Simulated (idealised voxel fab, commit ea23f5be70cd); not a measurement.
process module | voxel capacitor over wiring
Cross-sectional view cut (width: 240 nm; square cell size: 5 nm).
When this document writes out a cross-section, it uses a grid of square cells and lists it as bands, beginning at the top and moving down, with a band standing for one or more rows of cells.
Heads up on the band format: heights come first, top then bottom, in nm. After that it's the materials left to right, each with its width in nm. A single material flagged "everywhere" fills the whole band edge to edge, and "blank" means there's empty space there.
Heights are measured from 0, the level below which the as-received wafer is all one material; the lowest band has no bottom and continues downward, written as in "from 0 down".
Per-row width for "30..40": begins at first number (top row of band), ends at second number (bottom row), increment between rows held constant.
When a step is marked "no modification", none of the cells in the cross-section changed during that step.
"Entrapped voids": empty spaces of 8 cells or more with no open way to the top, each given as width x height at distance, distance from the left edge, all in nm.
Step line, after settings: the simulator's comment on this step.
Steps that use a mask can have "overlay nm" on their line. It says how far the mask sat to the right of where it was meant to be. Negative means to the left.
**Planned process steps**
- 1: RECEIVE,material Si
- 2: CONFORMAL_DEP,material SiO2,thk nm 15
- 3: DIRECTIONAL_DEP,material TiN,thk nm 5
- 4: DIRECTIONAL_DEP,material Ru,thk nm 15
- 5: DIRECTIONAL_DEP,material aC,thk nm 10
- 6: PATTERN,tone cover,mask id METAL_1,material resist,width nm 25,pitch nm 75,thk nm 25,overlay nm 0
- 7: DIRECTIONAL_ETCH,etch materials aC,depth nm 10
- 8: STRIP,etch materials resist
- 9: DIRECTIONAL_ETCH,etch materials Ru,depth nm 15
- 10: DIRECTIONAL_ETCH,etch materials TiN,depth nm 5
- 11: STRIP,etch materials aC
- 12: FILL_DEP,material SiO2,thk nm 10
- 13: CMP,height nm 35
- 14: CONFORMAL_DEP,material SiCN,thk nm 5
- 15: DIRECTIONAL_DEP,material SiO2,thk nm 20
- 16: MASKED_ETCH,tone open,mask id PLUG_1,width nm 15,etch materials SiO2,depth nm 20,overlay nm 0
- 17: MASKED_ETCH,tone open,mask id PLUG_1,width nm 15,etch materials SiCN,depth nm 5,overlay nm 0
- 18: EPI,material Ru,thk nm 10
- 19: EPI,material Ru,thk nm 10
- 20: EPI,material Ru,thk nm 5
- 21: DIRECTIONAL_DEP,material TiN,thk nm 10
- 22: DIRECTIONAL_DEP,material SiN,thk nm 5
- 23: DIRECTIONAL_DEP,material TiN,thk nm 10
- 24: DIRECTIONAL_DEP,material aC,thk nm 15
- 25: PATTERN,tone cover,mask id UPPER_PLATE,material resist,width nm 55,thk nm 30,overlay nm 0
- 26: DIRECTIONAL_ETCH,etch materials aC,depth nm 15
- 27: STRIP,etch materials resist
- 28: DIRECTIONAL_ETCH,etch materials TiN,depth nm 10
- 29: DIRECTIONAL_ETCH,etch materials SiN,depth nm 5
- 30: STRIP,etch materials aC
- 31: DIRECTIONAL_DEP,material aC,thk nm 15
- 32: PATTERN,tone cover,mask id LOWER_PLATE,material resist,width nm 65,thk nm 30,overlay nm 0
- 33: DIRECTIONAL_ETCH,etch materials aC,depth nm 15
- 34: STRIP,etch materials resist
- 35: DIRECTIONAL_ETCH,etch materials TiN,depth nm 10
- 36: STRIP,etch materials aC
- 37: FILL_DEP,material SiO2,thk nm 15
- 38: CMP,height nm 95
- 39: DIRECTIONAL_DEP,material aC,thk nm 10
- 40: PATTERN,tone open,mask id PLUG_2,material resist,width nm 15,thk nm 30,overlay nm 0
- 41: DIRECTIONAL_ETCH,etch materials aC,depth nm 10
- 42: STRIP,etch materials resist
- 43: DIRECTIONAL_ETCH,etch materials SiO2,depth nm 10
- 44: STRIP,etch materials aC
- 45: CONFORMAL_DEP,material TiN,thk nm 5
- 46: FILL_DEP,material Cu,thk nm 5
- 47: CMP,height nm 95
- 48: CONFORMAL_DEP,material SiN,thk nm 5
**Run as planned: first of two wafers**
**Cross-section of the wafer at receipt, which is the condition after step 1**
  from 0 down = Si everywhere
  Entrapped voids: none
**The wafer in cross-section once step 2 is complete**
  from 15 to 0 = SiO2 everywhere
  At heights below 0, the structure remains unaltered.
**The wafer in cross-section once step 3 is complete**
  from 20 to 15 = TiN everywhere
  At heights below 15, the structure remains unaltered.
**The wafer in cross-section once step 4 is complete**
  from 35 to 20 = Ru everywhere
  At heights below 20, the structure remains unaltered.
**The wafer in cross-section once step 5 is complete**
  from 45 to 35 = aC everywhere
  At heights below 35, the structure remains unaltered.
**The wafer in cross-section once step 6 is complete**
  from 70 to 45 = blank: 70 | resist: 25 | blank: 50 | resist: 25 | blank: 70
  At heights below 45, the structure remains unaltered.
**The wafer in cross-section once step 7 is complete**
  from 60 to 45 = blank: 70 | resist: 25 | blank: 50 | resist: 25 | blank: 70
  from 45 to 35 = blank: 70 | aC: 25 | blank: 50 | aC: 25 | blank: 70
  At heights below 35, the structure remains unaltered.
**The wafer in cross-section once step 8 is complete**
  from 45 to 35 = blank: 70 | aC: 25 | blank: 50 | aC: 25 | blank: 70
  At heights below 35, the structure remains unaltered.
**The wafer in cross-section once step 9 is complete**
  from 45 to 35 = blank: 70 | aC: 25 | blank: 50 | aC: 25 | blank: 70
  from 35 to 20 = blank: 70 | Ru: 25 | blank: 50 | Ru: 25 | blank: 70
  At heights below 20, the structure remains unaltered.
**The wafer in cross-section once step 10 is complete**
  from 45 to 35 = blank: 70 | aC: 25 | blank: 50 | aC: 25 | blank: 70
  from 35 to 20 = blank: 70 | Ru: 25 | blank: 50 | Ru: 25 | blank: 70
  from 20 to 15 = blank: 70 | TiN: 25 | blank: 50 | TiN: 25 | blank: 70
  At heights below 15, the structure remains unaltered.
**The wafer in cross-section once step 11 is complete**
  from 35 to 20 = blank: 70 | Ru: 25 | blank: 50 | Ru: 25 | blank: 70
  At heights below 20, the structure remains unaltered.
**The wafer in cross-section once step 12 is complete**
  from 45 to 35 = SiO2 everywhere
  from 35 to 20 = SiO2: 70 | Ru: 25 | SiO2: 50 | Ru: 25 | SiO2: 70
  from 20 to 15 = SiO2: 70 | TiN: 25 | SiO2: 50 | TiN: 25 | SiO2: 70
  At heights below 15, the structure remains unaltered.
**The wafer in cross-section once step 13 is complete**
  from 35 to 20 = SiO2: 70 | Ru: 25 | SiO2: 50 | Ru: 25 | SiO2: 70
  At heights below 20, the structure remains unaltered.
**The wafer in cross-section once step 14 is complete**
  from 40 to 35 = SiCN everywhere
  At heights below 35, the structure remains unaltered.
**The wafer in cross-section once step 15 is complete**
  from 60 to 40 = SiO2 everywhere
  At heights below 40, the structure remains unaltered.
**The wafer in cross-section once step 16 is complete**
  from 60 to 40 = SiO2: 80 | blank: 15 | SiO2: 145
  At heights below 40, the structure remains unaltered.
**The wafer in cross-section once step 17 is complete**
  from 60 to 40 = SiO2: 80 | blank: 15 | SiO2: 145
  from 40 to 35 = SiCN: 80 | blank: 15 | SiCN: 145
  At heights below 35, the structure remains unaltered.
**The wafer in cross-section once step 18 is complete**
  from 60 to 45 = SiO2: 80 | blank: 15 | SiO2: 145
  from 45 to 40 = SiO2: 80 | Ru: 15 | SiO2: 145
  from 40 to 35 = SiCN: 80 | Ru: 15 | SiCN: 145
  At heights below 35, the structure remains unaltered.
**The wafer in cross-section once step 19 is complete**
  from 60 to 55 = SiO2: 80 | blank: 15 | SiO2: 145
  from 55 to 40 = SiO2: 80 | Ru: 15 | SiO2: 145
  At heights below 40, the structure remains unaltered.
**The wafer in cross-section once step 20 is complete**
  from 60 to 40 = SiO2: 80 | Ru: 15 | SiO2: 145
  At heights below 40, the structure remains unaltered.
**The wafer in cross-section once step 21 is complete**
  from 70 to 60 = TiN everywhere
  At heights below 60, the structure remains unaltered.
**The wafer in cross-section once step 22 is complete**
  from 75 to 70 = SiN everywhere
  At heights below 70, the structure remains unaltered.
**The wafer in cross-section once step 23 is complete**
  from 85 to 75 = TiN everywhere
  At heights below 75, the structure remains unaltered.
**The wafer in cross-section once step 24 is complete**
  from 100 to 85 = aC everywhere
  At heights below 85, the structure remains unaltered.
**The wafer in cross-section once step 25 is complete**
  from 130 to 100 = blank: 80 | resist: 55 | blank: 105
  At heights below 100, the structure remains unaltered.
**The wafer in cross-section once step 26 is complete**
  from 115 to 100 = blank: 80 | resist: 55 | blank: 105
  from 100 to 85 = blank: 80 | aC: 55 | blank: 105
  At heights below 85, the structure remains unaltered.
**The wafer in cross-section once step 27 is complete**
  from 100 to 85 = blank: 80 | aC: 55 | blank: 105
  At heights below 85, the structure remains unaltered.
**The wafer in cross-section once step 28 is complete**
  from 100 to 85 = blank: 80 | aC: 55 | blank: 105
  from 85 to 75 = blank: 80 | TiN: 55 | blank: 105
  At heights below 75, the structure remains unaltered.
**The wafer in cross-section once step 29 is complete**
  from 100 to 85 = blank: 80 | aC: 55 | blank: 105
  from 85 to 75 = blank: 80 | TiN: 55 | blank: 105
  from 75 to 70 = blank: 80 | SiN: 55 | blank: 105
  At heights below 70, the structure remains unaltered.
**The wafer in cross-section once step 30 is complete**
  from 85 to 75 = blank: 80 | TiN: 55 | blank: 105
  At heights below 75, the structure remains unaltered.
**The wafer in cross-section once step 31 is complete**
  from 100 to 85 = blank: 80 | aC: 55 | blank: 105
  from 85 to 75 = aC: 80 | TiN: 55 | aC: 105
  from 75 to 70 = aC: 80 | SiN: 55 | aC: 105
  At heights below 70, the structure remains unaltered.
**The wafer in cross-section once step 32 is complete**
  from 130 to 100 = blank: 75 | resist: 65 | blank: 100
  from 100 to 85 = blank: 75 | resist: 5 | aC: 55 | resist: 5 | blank: 100
  At heights below 85, the structure remains unaltered.
**The wafer in cross-section once step 33 is complete**
  from 115 to 100 = blank: 75 | resist: 65 | blank: 100
  from 100 to 85 = blank: 75 | resist: 5 | aC: 55 | resist: 5 | blank: 100
  from 85 to 75 = blank: 75 | aC: 5 | TiN: 55 | aC: 5 | blank: 100
  from 75 to 70 = blank: 75 | aC: 5 | SiN: 55 | aC: 5 | blank: 100
  At heights below 70, the structure remains unaltered.
**The wafer in cross-section once step 34 is complete**
  from 100 to 85 = blank: 80 | aC: 55 | blank: 105
  At heights below 85, the structure remains unaltered.
**The wafer in cross-section once step 35 is complete**
  from 100 to 85 = blank: 80 | aC: 55 | blank: 105
  from 85 to 75 = blank: 75 | aC: 5 | TiN: 55 | aC: 5 | blank: 100
  from 75 to 70 = blank: 75 | aC: 5 | SiN: 55 | aC: 5 | blank: 100
  from 70 to 60 = blank: 75 | TiN: 65 | blank: 100
  At heights below 60, the structure remains unaltered.
**The wafer in cross-section once step 36 is complete**
  from 85 to 75 = blank: 80 | TiN: 55 | blank: 105
  from 75 to 70 = blank: 80 | SiN: 55 | blank: 105
  At heights below 70, the structure remains unaltered.
**The wafer in cross-section once step 37 is complete**
  from 100 to 85 = SiO2 everywhere
  from 85 to 75 = SiO2: 80 | TiN: 55 | SiO2: 105
  from 75 to 70 = SiO2: 80 | SiN: 55 | SiO2: 105
  from 70 to 60 = SiO2: 75 | TiN: 65 | SiO2: 100
  At heights below 60, the structure remains unaltered.
**The wafer in cross-section once step 38 is complete**
  from 95 to 85 = SiO2 everywhere
  At heights below 85, the structure remains unaltered.
**The wafer in cross-section once step 39 is complete**
  from 105 to 95 = aC everywhere
  At heights below 95, the structure remains unaltered.
**The wafer in cross-section once step 40 is complete**
  from 135 to 105 = resist: 90 | blank: 15 | resist: 135
  At heights below 105, the structure remains unaltered.
**The wafer in cross-section once step 41 is complete**
  from 125 to 105 = resist: 90 | blank: 15 | resist: 135
  from 105 to 95 = aC: 90 | blank: 15 | aC: 135
  At heights below 95, the structure remains unaltered.
**The wafer in cross-section once step 42 is complete**
  from 105 to 95 = aC: 90 | blank: 15 | aC: 135
  At heights below 95, the structure remains unaltered.
**The wafer in cross-section once step 43 is complete**
  from 105 to 95 = aC: 90 | blank: 15 | aC: 135
  from 95 to 85 = SiO2: 90 | blank: 15 | SiO2: 135
  At heights below 85, the structure remains unaltered.
**The wafer in cross-section once step 44 is complete**
  from 95 to 85 = SiO2: 90 | blank: 15 | SiO2: 135
  At heights below 85, the structure remains unaltered.
**The wafer in cross-section once step 45 is complete**
  from 100 to 95 = TiN: 95 | blank: 5 | TiN: 140
  from 95 to 90 = SiO2: 90 | TiN: 5 | blank: 5 | TiN: 5 | SiO2: 135
  from 90 to 85 = SiO2: 90 | TiN: 15 | SiO2: 135
  At heights below 85, the structure remains unaltered.
**The wafer in cross-section once step 46 is complete**
  from 105 to 100 = Cu everywhere
  from 100 to 95 = TiN: 95 | Cu: 5 | TiN: 140
  from 95 to 90 = SiO2: 90 | TiN: 5 | Cu: 5 | TiN: 5 | SiO2: 135
  At heights below 90, the structure remains unaltered.
**The wafer in cross-section once step 47 is complete**
  from 95 to 90 = SiO2: 90 | TiN: 5 | Cu: 5 | TiN: 5 | SiO2: 135
  At heights below 90, the structure remains unaltered.
**The wafer in cross-section once step 48 is complete**
  from 100 to 95 = SiN everywhere
  At heights below 95, the structure remains unaltered.
**Second wafer. Start and plan as for the first. One mistake made in running. Agrees with the first up to and including step 20**
**Second wafer: cross-section at the scheduled end of step 21**
  from 75 to 60 = TiN everywhere
  At heights below 60, the structure remains unaltered.
**Second wafer: cross-section at the scheduled end of step 22**
  from 80 to 75 = SiN everywhere
  At heights below 75, the structure remains unaltered.
**Second wafer: cross-section at the scheduled end of step 23**
  from 90 to 80 = TiN everywhere
  At heights below 80, the structure remains unaltered.
**Second wafer: cross-section at the scheduled end of step 24**
  from 105 to 90 = aC everywhere
  At heights below 90, the structure remains unaltered.
**Second wafer: cross-section at the scheduled end of step 25**
  from 135 to 105 = blank: 80 | resist: 55 | blank: 105
  At heights below 105, the structure remains unaltered.
**Second wafer: cross-section at the scheduled end of step 26**
  from 120 to 105 = blank: 80 | resist: 55 | blank: 105
  from 105 to 90 = blank: 80 | aC: 55 | blank: 105
  At heights below 90, the structure remains unaltered.
**Second wafer: cross-section at the scheduled end of step 27**
  from 105 to 90 = blank: 80 | aC: 55 | blank: 105
  At heights below 90, the structure remains unaltered.
**Second wafer: cross-section at the scheduled end of step 28**
  from 105 to 90 = blank: 80 | aC: 55 | blank: 105
  from 90 to 80 = blank: 80 | TiN: 55 | blank: 105
  At heights below 80, the structure remains unaltered.
**Second wafer: cross-section at the scheduled end of step 29**
  from 105 to 90 = blank: 80 | aC: 55 | blank: 105
  from 90 to 80 = blank: 80 | TiN: 55 | blank: 105
  from 80 to 75 = blank: 80 | SiN: 55 | blank: 105
  At heights below 75, the structure remains unaltered.
**Second wafer: cross-section at the scheduled end of step 30**
  from 90 to 80 = blank: 80 | TiN: 55 | blank: 105
  At heights below 80, the structure remains unaltered.
**Second wafer: cross-section at the scheduled end of step 31**
  from 105 to 90 = blank: 80 | aC: 55 | blank: 105
  from 90 to 80 = aC: 80 | TiN: 55 | aC: 105
  from 80 to 75 = aC: 80 | SiN: 55 | aC: 105
  At heights below 75, the structure remains unaltered.
**Second wafer: cross-section at the scheduled end of step 32**
  from 135 to 105 = blank: 75 | resist: 65 | blank: 100
  from 105 to 90 = blank: 75 | resist: 5 | aC: 55 | resist: 5 | blank: 100
  At heights below 90, the structure remains unaltered.
**Second wafer: cross-section at the scheduled end of step 33**
  from 120 to 105 = blank: 75 | resist: 65 | blank: 100
  from 105 to 90 = blank: 75 | resist: 5 | aC: 55 | resist: 5 | blank: 100
  from 90 to 80 = blank: 75 | aC: 5 | TiN: 55 | aC: 5 | blank: 100
  from 80 to 75 = blank: 75 | aC: 5 | SiN: 55 | aC: 5 | blank: 100
  At heights below 75, the structure remains unaltered.
**Second wafer: cross-section at the scheduled end of step 34**
  from 105 to 90 = blank: 80 | aC: 55 | blank: 105
  At heights below 90, the structure remains unaltered.
**Second wafer: cross-section at the scheduled end of step 35**
  from 105 to 90 = blank: 80 | aC: 55 | blank: 105
  from 90 to 80 = blank: 75 | aC: 5 | TiN: 55 | aC: 5 | blank: 100
  from 80 to 75 = blank: 75 | aC: 5 | SiN: 55 | aC: 5 | blank: 100
  from 75 to 65 = blank: 75 | TiN: 65 | blank: 100
  At heights below 65, the structure remains unaltered.
**Second wafer: cross-section at the scheduled end of step 36**
  from 90 to 80 = blank: 80 | TiN: 55 | blank: 105
  from 80 to 75 = blank: 80 | SiN: 55 | blank: 105
  At heights below 75, the structure remains unaltered.
**Second wafer: cross-section at the scheduled end of step 37**
  from 105 to 90 = SiO2 everywhere
  from 90 to 80 = SiO2: 80 | TiN: 55 | SiO2: 105
  from 80 to 75 = SiO2: 80 | SiN: 55 | SiO2: 105
  from 75 to 65 = SiO2: 75 | TiN: 65 | SiO2: 100
  At heights below 65, the structure remains unaltered.
**Second wafer: cross-section at the scheduled end of step 38**
  from 95 to 90 = SiO2 everywhere
  At heights below 90, the structure remains unaltered.
**Second wafer: cross-section at the scheduled end of step 39**
  from 105 to 95 = aC everywhere
  At heights below 95, the structure remains unaltered.
**Second wafer: cross-section at the scheduled end of step 40**
  from 135 to 105 = resist: 90 | blank: 15 | resist: 135
  At heights below 105, the structure remains unaltered.
**Second wafer: cross-section at the scheduled end of step 41**
  from 125 to 105 = resist: 90 | blank: 15 | resist: 135
  from 105 to 95 = aC: 90 | blank: 15 | aC: 135
  At heights below 95, the structure remains unaltered.
**Second wafer: cross-section at the scheduled end of step 42**
  from 105 to 95 = aC: 90 | blank: 15 | aC: 135
  At heights below 95, the structure remains unaltered.
**Second wafer: cross-section at the scheduled end of step 43**
  from 105 to 95 = aC: 90 | blank: 15 | aC: 135
  from 95 to 90 = SiO2: 90 | blank: 15 | SiO2: 135
  At heights below 90, the structure remains unaltered.
**Second wafer: cross-section at the scheduled end of step 44**
  from 95 to 90 = SiO2: 90 | blank: 15 | SiO2: 135
  At heights below 90, the structure remains unaltered.
**Second wafer: cross-section at the scheduled end of step 45**
  from 100 to 95 = TiN: 95 | blank: 5 | TiN: 140
  from 95 to 90 = SiO2: 90 | TiN: 15 | SiO2: 135
  At heights below 90, the structure remains unaltered.
**Second wafer: cross-section at the scheduled end of step 46**
  from 105 to 100 = Cu everywhere
  from 100 to 95 = TiN: 95 | Cu: 5 | TiN: 140
  At heights below 95, the structure remains unaltered.
**Second wafer: cross-section at the scheduled end of step 47**
  from 95 to 90 = SiO2: 90 | TiN: 15 | SiO2: 135
  At heights below 90, the structure remains unaltered.
**Second wafer: cross-section at the scheduled end of step 48**
  from 100 to 95 = SiN everywhere
  At heights below 95, the structure remains unaltered.
In executing the process, a mistake was made relative to the plan: so step 21 ended up running with a different setting than we planned, it ran as DIRECTIONAL_DEP,material TiN,thk nm 15
At the finish, the second wafer shows more or fewer cells for some materials than the first does: -1 Cu, -45 SiO2, +46 TiN
